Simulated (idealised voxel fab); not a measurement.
Name of the process module below: voxel air gaps
Section shown: cut. Width: 155 nm. Cell size: 5 nm, square.
Cross-section = grid of square cells, listed top down in bands; band = one or more rows.
Heads up on the band format: heights come first, top then bottom, in nm. After that it's the materials left to right, each with its width in nm. A single material flagged "full width" fills the whole band edge to edge, and "blank" means there's empty space there.
Note: height 0 marks the level under which the wafer is uniformly one material as received. Lowest band unbounded below, written "top 0, no bottom".
A width such as "30->40" changes by the same amount from each row of cells to the next, from the band's top row to its bottom row.
"nothing altered" for a step: no cell of the cross-section changed in that step.
In the "Fully sealed cavities" entry, you get each enclosed empty space of 8 cells or more, one with no open way to the top, written width x height at distance, distance from the left edge, in nm.
It should be noted that, on the line of a given step, the content following the step's settings is a remark produced by the simulator itself with respect to that step.
Among the settings permitted on a step's line is "overlay nm"; applied to a step with a mask, it specifies the extent to which the mask lay to the right of its planned position, whereas a negative figure signifies a position to the left.

Here's what the planned process steps look like:
1) op RECEIVE | material Si
2) op CONFORMAL_DEP | material SiO2 | thk nm 10
3) op CONFORMAL_DEP | material SiN | thk nm 5
4) op DIRECTIONAL_DEP | material SiO2 | thk nm 30
5) op DIRECTIONAL_DEP | material aC | thk nm 10
6) op PATTERN | tone open | mask id LINES | material resist | width nm 20 | pitch nm 45 | thk nm 30 | overlay nm 0
7) op DIRECTIONAL_ETCH | etch materials aC | depth nm 10
8) op STRIP | etch materials resist
9) op DIRECTIONAL_ETCH | etch materials SiO2 | depth nm 30
10) op STRIP | etch materials aC
11) op CONFORMAL_DEP | material TiN | thk nm 5
12) op FILL_DEP | material Ru | thk nm 5
13) op CMP | height nm 45
14) op EPI | material Ru | thk nm 10
15) op SELECTIVE_ETCH | etch materials SiO2 | depth nm 40
16) op CONFORMAL_DEP | material SiCN | thk nm 5

As received, after step 1:
  top 0, no bottom  Si full width
  Fully sealed cavities: none

The first of two wafers, cross-sectioned at the end of the module, with the run proceeding as planned:
  top 60, bottom 55  5 blank; 140 SiCN; 10 blank
  top 55, bottom 45  5 blank; 5 SiCN; 40 Ru; 5 SiCN; 40 Ru; 5 SiCN; 40 Ru; 5 SiCN; 10 blank
  top 45, bottom 40  5 blank; 15 SiCN; 5 TiN; 10 Ru; 5 TiN; 25 SiCN; 5 TiN; 10 Ru; 5 TiN; 25 SiCN; 5 TiN; 10 Ru; 5 TiN; 15 SiCN; 10 blank
  top 40, bottom 20  15 blank; 5 SiCN; 5 TiN; 10 Ru; 5 TiN; 5 SiCN; 15 blank; 5 SiCN; 5 TiN; 10 Ru; 5 TiN; 5 SiCN; 15 blank; 5 SiCN; 5 TiN; 10 Ru; 5 TiN; 5 SiCN; 20 blank
  top 20, bottom 15  20 SiCN; 20 TiN; 25 SiCN; 20 TiN; 25 SiCN; 20 TiN; 25 SiCN
  top 15, bottom 10  SiN full width
  top 10, bottom 0  SiO2 full width
  top 0, no bottom  Si full width
  Fully sealed cavities: 15 x 20 at 45; 15 x 20 at 90

Second wafer of the two, sectioned at the end of the module. It began like the first and followed the same plan, but one mistake was made while running it:
  top 70, bottom 55  SiCN full width
  top 55, bottom 45  10 SiCN; 40 Ru; 5 SiCN; 40 Ru; 5 SiCN; 40 Ru; 15 SiCN
  top 45, bottom 40  20 SiCN; 5 TiN; 10 Ru; 5 TiN; 25 SiCN; 5 TiN; 10 Ru; 5 TiN; 25 SiCN; 5 TiN; 10 Ru; 5 TiN; 25 SiCN
  top 40, bottom 35  20 SiCN; 5 TiN; 10 Ru; 5 TiN; 5 SiCN; 15 blank; 5 SiCN; 5 TiN; 10 Ru; 5 TiN; 5 SiCN; 15 blank; 5 SiCN; 5 TiN; 10 Ru; 5 TiN; 25 SiCN
  top 35, bottom 25  10 blank; 10 SiCN; 5 TiN; 10 Ru; 5 TiN; 5 SiCN; 15 blank; 5 SiCN; 5 TiN; 10 Ru; 5 TiN; 5 SiCN; 15 blank; 5 SiCN; 5 TiN; 10 Ru; 5 TiN; 25 SiCN
  top 25, bottom 20  20 SiCN; 5 TiN; 10 Ru; 5 TiN; 5 SiCN; 15 blank; 5 SiCN; 5 TiN; 10 Ru; 5 TiN; 5 SiCN; 15 blank; 5 SiCN; 5 TiN; 10 Ru; 5 TiN; 25 SiCN
  top 20, bottom 15  20 SiCN; 20 TiN; 25 SiCN; 20 TiN; 25 SiCN; 20 TiN; 25 SiCN
  top 15, bottom 10  SiN full width
  top 10, bottom 0  SiO2 full width
  top 0, no bottom  Si full width
  Fully sealed cavities: 15 x 20 at 45; 15 x 20 at 90
Diagnosis: step 16: run off-plan, actual operation and settings op CONFORMAL_DEP | material SiCN | thk nm 15
It is noted that, at the conclusion of processing, the second wafer exhibits a higher or lower cell count for certain materials relative to the first: SiCN: 98 more
